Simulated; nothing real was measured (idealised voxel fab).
This is a process module. Its name is voxel ribs on slabs.
FYI the section here is cut, 290 nm wide, cells are 5 nm squares.
Format of a cross-section: grid, square cells. Given as bands. Order: top down. Band: one or more rows of cells.
This entry defines a band. It first specifies the height of the band's top and the height of its bottom in nm, and then specifies the band's materials from left to right, stating each material with its width in nm. The word "edge to edge" identifies a single material that fills the band from edge to edge, while the word "air" identifies empty space.
Convention: height 0 is the level below which the wafer, as received, is all one material. The lowest band does not terminate at the bottom but continues downward, represented as "0 -> down".
Read "30 to 40" as a graded width: first number on top, second number at the bottom, same change between each pair of neighbouring rows.
"no alteration" (step): cross-section cells unchanged, all of them.
Closed-off voids of 8+ cells (no open route to the top) go in "Closed void roster", written width x height at distance from the left edge, in nm.
What comes after the settings on a step's line is commentary from the simulator itself on that step.
You can add "overlay nm" to a step's line. For a step with a mask, it describes how far the mask lay to the right of its planned position, and a negative number describes a lay to the left.

[Listed below are the process steps as planned]
1. RECEIVE,material Si
2. DIRECTIONAL_DEP,material SiO2,thk nm 20
3. DIRECTIONAL_DEP,material polySi,thk nm 15
4. DIRECTIONAL_DEP,material aC,thk nm 15
5. PATTERN,tone cover,mask id RIB,material resist,width nm 15,thk nm 30,overlay nm 0
6. DIRECTIONAL_ETCH,etch materials aC,depth nm 15
7. STRIP,etch materials resist
8. DIRECTIONAL_ETCH,etch materials polySi,depth nm 10
9. STRIP,etch materials aC
10. MASKED_ETCH,tone cover,mask id SLAB,width nm 45,etch materials polySi,depth nm 5,overlay nm 0
11. FILL_DEP,material SiO2,thk nm 25
12. CMP,height nm 55
13. DIRECTIONAL_DEP,material W,thk nm 10
14. DIRECTIONAL_DEP,material aC,thk nm 15
15. PATTERN,tone cover,mask id HEATER,material resist,width nm 25,thk nm 30,overlay nm 0
16. DIRECTIONAL_ETCH,etch materials aC,depth nm 15
17. STRIP,etch materials resist
18. DIRECTIONAL_ETCH,etch materials W,depth nm 10
19. STRIP,etch materials aC
20. CONFORMAL_DEP,material SiN,thk nm 5

[As received (post step 1): cross-section]
    0 -> down: Si edge to edge
    Closed void roster: none

[Cross-section at module end, one run error; start and plan unchanged from above]
    65 -> 60: air (125), SiN (35), air (130)
    60 -> 55: air (125), SiN (5), W (25), SiN (5), air (130)
    55 -> 50: SiN (130), W (25), SiN (135)
    50 -> 35: SiO2 edge to edge
    35 -> 25: SiO2 (135), polySi (15), SiO2 (140)
    25 -> 20: SiO2 (120), polySi (45), SiO2 (125)
    20 -> 0: SiO2 edge to edge
    0 -> down: Si edge to edge
    Closed void roster: none
Short version of what went wrong: in deviation from the planned setting, step 12 was conducted as CMP,height nm 50
